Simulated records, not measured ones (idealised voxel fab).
Process module heading - voxel self aligned contacts
Cross-section cut: width 170 nm, square cells of 5 nm.
The cross-sections in this document take the form of a grid made of square cells. They are written out as bands, in order from top to bottom. Each band consists of one or more rows of cells. Each band's line starts with the height of the band's top and of its bottom, in nm. Then come its materials from left to right, each with its width in nm. One material with "full width" fills the band from edge to edge. "air" is empty space. For the purposes of this specification, 0 denotes the height below which the wafer in its as-received condition is composed wholly of one material, and the lowermost band, lacking a lower limit, extends downward without end, as expressed in "0..down". A width given as "30..40" starts at the first number in the band's top row and ends at the second number in its bottom row, shifting by an equal amount at every step from row to row. "remained unchanged" for a step: no cell of the cross-section changed in that step. So "Unvented internal voids" is basically the list of trapped voids: any empty space of 8 cells or more that can't reach the top through an opening. They're written width x height at distance, the distance being from the left edge, and it's all nm. Heads up: the bit after the settings on a step's line is the simulator's remark on that step. "overlay nm", when on a step's line for a step with a mask, measures how far to the right of its planned place the mask lay; a negative measure means to the left.

Process steps foreseen in the plan
1: RECEIVE | material Si
2: OXIDIZE | depth nm 5
3: DIRECTIONAL_DEP | material polySi | thk nm 30
4: DIRECTIONAL_DEP | material SiN | thk nm 20
5: DIRECTIONAL_DEP | material aC | thk nm 15
6: PATTERN | tone cover | mask id GATE | material resist | width nm 35 | pitch nm 60 | thk nm 35 | overlay nm 0
7: DIRECTIONAL_ETCH | etch materials aC | depth nm 15
8: STRIP | etch materials resist
9: DIRECTIONAL_ETCH | etch materials SiN | depth nm 20
10: DIRECTIONAL_ETCH | etch materials polySi | depth nm 30
11: STRIP | etch materials aC
12: CONFORMAL_DEP | material SiN | thk nm 5
13: DIRECTIONAL_ETCH | etch materials SiN | depth nm 5
14: FILL_DEP | material SiO2 | thk nm 10
15: CMP | height nm 55
16: MASKED_ETCH | tone open | mask id CONTACT | width nm 45 | etch materials SiO2 | depth nm 60 | overlay nm 0
17: CONFORMAL_DEP | material TiN | thk nm 5
18: FILL_DEP | material W | thk nm 10
19: CMP | height nm 55
20: CONFORMAL_DEP | material SiN | thk nm 5

As-received state of the wafer in cross-section, equivalent to post-step 1
> 0..down  Si full width
> Unvented internal voids: none

End state of the module in cross-section, given the above starting point and plan and one mistake in execution
> 60..55  SiN full width
> 55..50  60 SiO2, 20 TiN, 5 W, 20 TiN, 65 SiO2
> 50..30  30 SiO2, 45 SiN, 5 TiN, 5 W, 5 TiN, 45 SiN, 35 SiO2
> 30..10  30 SiO2, 5 SiN, 35 polySi, 5 SiN, 5 TiN, 5 W, 5 TiN, 5 SiN, 35 polySi, 5 SiN, 35 SiO2
> 10..5  30 SiO2, 5 SiN, 35 polySi, 5 SiN, 15 TiN, 5 SiN, 35 polySi, 5 SiN, 35 SiO2
> 5..0  35 SiN, 35 polySi, 25 SiN, 35 polySi, 40 SiN
> 0..-5  SiO2 full width
> -5..down  Si full width
> Unvented internal voids: none
Nonconformance to the process plan: a sequencing error occurred in which plan steps 12 and 13 were transposed
